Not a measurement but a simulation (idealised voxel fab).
process module | voxel self aligned vias
cross-section cut | 185 nm wide | cells 5 nm
A cross-section is a grid of square cells, given in bands from the top down. A band is one or more rows of cells.
Each band's line starts with the height of the band's top and of its bottom, in nm. Then come its materials from left to right, each with its width in nm. One material with "throughout" fills the band from edge to edge. "air" is empty space.
Height 0 is the level under which the wafer as received is all one material. The lowest band goes on downwards, as in "0 down".
A width such as "30 to 40" changes by the same amount from each row of cells to the next, from the band's top row to its bottom row.
"no change" after a step means that no cell of the cross-section changed.
closed voids: empty space of 8 cells or more with no open way to the top, each as width x height at its distance from the left edge, in nm
after a step's settings: what the simulator itself notes on the step
overlay nm, on a step with a mask: how far to the right of its planned place the mask lay; to the left if negative
plan
1 op RECEIVE | material Si
2 op CONFORMAL_DEP | material SiO2 | thk nm 10
3 op CONFORMAL_DEP | material SiCN | thk nm 5
4 op DIRECTIONAL_DEP | material SiO2 | thk nm 25
5 op MASKED_ETCH | tone open | mask id LINES | width nm 20 | pitch nm 70 | etch materials SiO2 | depth nm 25 | overlay nm 0
6 op CONFORMAL_DEP | material TiN | thk nm 5
7 op FILL_DEP | material Ru | thk nm 10
8 op CMP | height nm 40
9 op SELECTIVE_ETCH | etch materials W Ru TiN | depth nm 10
10 op FILL_DEP | material SiN | thk nm 10
11 op CMP | height nm 40
12 op DIRECTIONAL_DEP | material SiO2 | thk nm 15
13 op DIRECTIONAL_DEP | material aC | thk nm 10
14 op PATTERN | tone open | mask id VIAS | material resist | width nm 40 | pitch nm 70 | thk nm 25 | overlay nm 0
15 op DIRECTIONAL_ETCH | etch materials aC | depth nm 10
16 op STRIP | etch materials resist
17 op DIRECTIONAL_ETCH | etch materials SiO2 | depth nm 15
18 op DIRECTIONAL_ETCH | etch materials SiN | depth nm 10
19 op STRIP | etch materials aC
20 op CONFORMAL_DEP | material TiN | thk nm 5
21 op FILL_DEP | material Ru | thk nm 5
22 op CMP | height nm 55
23 op CONFORMAL_DEP | material SiN | thk nm 5
as received, after step 1
  0 down: Si throughout
  closed voids: none
first wafer at the end, as planned
  60 to 55: SiN throughout
  55 to 45: SiO2 35 | TiN 5 | Ru 30 | TiN 5 | SiO2 30 | TiN 5 | Ru 30 | TiN 5 | SiO2 40
  45 to 35: SiO2 35 to 45 | TiN 15 to 5 | Ru 10 | TiN 15 to 5 | SiO2 30 to 50 | TiN 15 to 5 | Ru 10 | TiN 15 to 5 | SiO2 40 to 50
  35 to 30: SiO2 45 | TiN 20 | SiO2 50 | TiN 20 | SiO2 50
  30 to 20: SiO2 45 | TiN 5 | Ru 10 | TiN 5 | SiO2 50 | TiN 5 | Ru 10 | TiN 5 | SiO2 50
  20 to 15: SiO2 45 | TiN 20 | SiO2 50 | TiN 20 | SiO2 50
  15 to 10: SiCN throughout
  10 to 0: SiO2 throughout
  0 down: Si throughout
  closed voids: none
second wafer at the end: like start, like plan, one mistake
  60 to 55: SiN throughout
  55 to 35: SiO2 35 | TiN 5 | Ru 30 | TiN 5 | SiO2 30 | TiN 5 | Ru 30 | TiN 5 | SiO2 40
  35 to 30: SiO2 35 | TiN 40 | SiO2 30 | TiN 40 | SiO2 40
  30 to 20: SiO2 35 to 45 | TiN 15 to 5 | Ru 10 | TiN 15 to 5 | SiO2 30 to 50 | TiN 15 to 5 | Ru 10 | TiN 15 to 5 | SiO2 40 to 50
  20 to 15: SiO2 45 | TiN 20 | SiO2 50 | TiN 20 | SiO2 50
  15 to 10: SiCN throughout
  10 to 0: SiO2 throughout
  0 down: Si throughout
  closed voids: none
what went wrong: step 17 was run twice
at the end the second wafer has, in cells: 16 more of Ru | 24 fewer of SiO2 | 8 more of TiN
